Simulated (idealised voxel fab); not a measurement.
process module | voxel capacitor over wiring
cross-section cut | 165 nm wide | cells 5 nm
A cross-section is a grid of square cells, given in bands from the top down. A band is one or more rows of cells.
Each band's line starts with the height of the band's top and of its bottom, in nm. Then come its materials from left to right, each with its width in nm. One material with "throughout" fills the band from edge to edge. "air" is empty space.
Height 0 is the level under which the wafer as received is all one material. The lowest band goes on downwards, as in "0 down".
A width such as "30 to 40" changes by the same amount from each row of cells to the next, from the band's top row to its bottom row.
"no change" after a step means that no cell of the cross-section changed.
closed voids: empty space of 8 cells or more with no open way to the top, each as width x height at its distance from the left edge, in nm
after a step's settings: what the simulator itself notes on the step
overlay nm, on a step with a mask: how far to the right of its planned place the mask lay; to the left if negative
plan
1 op RECEIVE | material Si
2 op CONFORMAL_DEP | material SiO2 | thk nm 15
3 op CONFORMAL_DEP | material SiN | thk nm 5
4 op DIRECTIONAL_DEP | material lowk | thk nm 20
5 op PATTERN | tone open | mask id METAL_1 | material resist | width nm 25 | pitch nm 90 | thk nm 15 | overlay nm 0
6 op DIRECTIONAL_ETCH | etch materials lowk | depth nm 20
7 op DIRECTIONAL_ETCH | etch materials SiN | depth nm 5
8 op STRIP | etch materials resist
9 op CONFORMAL_DEP | material TiN | thk nm 5
10 op FILL_DEP | material W | thk nm 10
11 op CMP | height nm 40
12 op CONFORMAL_DEP | material SiCN | thk nm 5
13 op DIRECTIONAL_DEP | material SiO2 | thk nm 15
14 op MASKED_ETCH | tone open | mask id PLUG_1 | width nm 15 | etch materials SiO2 | depth nm 15 | overlay nm 0
15 op MASKED_ETCH | tone open | mask id PLUG_1 | width nm 15 | etch materials SiCN | depth nm 5 | overlay nm 0
16 op EPI | material Ru | thk nm 10
17 op EPI | material Ru | thk nm 10
18 op DIRECTIONAL_DEP | material TiN | thk nm 10
19 op DIRECTIONAL_DEP | material SiN | thk nm 5
20 op DIRECTIONAL_DEP | material TiN | thk nm 10
21 op PATTERN | tone cover | mask id UPPER_PLATE | material resist | width nm 70 | thk nm 20 | overlay nm 0
22 op DIRECTIONAL_ETCH | etch materials TiN | depth nm 10
23 op DIRECTIONAL_ETCH | etch materials SiN | depth nm 5
24 op STRIP | etch materials resist
25 op MASKED_ETCH | tone cover | mask id LOWER_PLATE | width nm 80 | etch materials TiN | depth nm 10 | overlay nm 0
26 op FILL_DEP | material SiO2 | thk nm 20
27 op CMP | height nm 100
28 op DIRECTIONAL_DEP | material aC | thk nm 15
29 op PATTERN | tone open | mask id PLUG_2 | material resist | width nm 15 | thk nm 35 | overlay nm 0
30 op DIRECTIONAL_ETCH | etch materials aC | depth nm 15
31 op STRIP | etch materials resist
32 op DIRECTIONAL_ETCH | etch materials SiO2 | depth nm 15
33 op STRIP | etch materials aC
34 op CONFORMAL_DEP | material TiN | thk nm 5
35 op FILL_DEP | material Ru | thk nm 10
36 op CMP | height nm 100
37 op CONFORMAL_DEP | material SiCN | thk nm 5
as received, after step 1
  0 down: Si throughout
  closed voids: none
a wafer at the end: this start, this plan, one mistake
  105 to 100: SiCN throughout
  100 to 90: SiO2 45 | TiN 5 | Ru 5 | TiN 5 | SiO2 105
  90 to 85: SiO2 45 | TiN 15 | SiO2 105
  85 to 80: SiO2 throughout
  80 to 70: SiO2 35 | TiN 70 | SiO2 60
  70 to 60: SiO2 30 | TiN 80 | SiO2 55
  60 to 45: SiO2 35 | Ru 15 | SiO2 115
  45 to 40: SiCN 35 | Ru 15 | SiCN 115
  40 to 20: lowk 25 | TiN 5 | W 15 | TiN 5 | lowk 65 | TiN 5 | W 15 | TiN 5 | lowk 25
  20 to 15: SiN 25 | TiN 25 | SiN 65 | TiN 25 | SiN 25
  15 to 0: SiO2 throughout
  0 down: Si throughout
  closed voids: none
what went wrong: step 19 was left out
